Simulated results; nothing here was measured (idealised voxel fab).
process module | voxel local oxidation
Square cells of 5 nm make up the cross-section cut, whose width is 265 nm.
Heads up, the way a cross-section reads in here is a grid of square cells, handed over as bands from the top down, with every band being one or more rows of cells.
For a band, the entry starts with two heights in nm, that of the top and then that of the bottom, and carries on with the band's materials in order from left to right, each alongside its width in nm; the word "throughout" beside a single material means it fills the band edge to edge, and "empty" means empty space.
Below 0: as-received wafer, all one material; heights counted from there. Lowest band: no bottom, goes on down, written "z 0 and below".
You'd read "30->40" like this: the band's top row of cells is as wide as the first number, its bottom row is as wide as the second, and going down, every row changes width by the same amount as the row before did.
What does "no modification" mean for a step? It means no cell of the cross-section changed in that step.
Voids not open to the top, 8 cells minimum: see "Closed void roster". Written width x height at distance; distance is from the left edge; nm.
On each step's line, the part that comes after the settings is the simulator's own comment on the step.
The optional step-line setting "overlay nm" applies to steps with a mask and quantifies how far to the right of its planned location the mask lay, a negative value indicating leftward placement.

### Planned step list for the process
1: RECEIVE with material Si
2: CONFORMAL_DEP with material SiO2, thk nm 5
3: CONFORMAL_DEP with material SiN, thk nm 15
4: MASKED_ETCH with tone cover, mask id ACTIVE, width nm 95, pitch nm 120, etch materials SiN, depth nm 15, overlay nm 0
5: SELECTIVE_ETCH with etch materials SiO2, depth nm 5
6: OXIDIZE with depth nm 10
7: STRIP with etch materials SiN

### Wafer at receipt (post step 1), cross-section
  z 0 and below = Si throughout
  Closed void roster: none

### Cross-sectional view of the first of the two wafers upon completion of the module, processed in accordance with the plan
  z 5 to 0 = 30 empty  85 SiO2  35 empty  85 SiO2  30 empty
  z 0 to -10 = 40 SiO2  65 Si  55 SiO2  65 Si  40 SiO2
  z -10 and below = Si throughout
  Closed void roster: none

### Here's the second of our two wafers sectioned at module end. Same start as the first, same plan, but one mistake got made running it
  z 5 to 0 = 20 SiO2  105 empty  15 SiO2  105 empty  20 SiO2
  z 0 to -10 = 10 Si  245 SiO2  10 Si
  z -10 and below = Si throughout
  Closed void roster: none
Nonconformance to the process plan: step 4, actual vs plan mismatch, actual run MASKED_ETCH with tone open, mask id ACTIVE, width nm 95, pitch nm 120, etch materials SiN, depth nm 15, overlay nm 0
Final wafer comparison in cells, second versus first, more or fewer per material: -44 Si, +21 SiO2
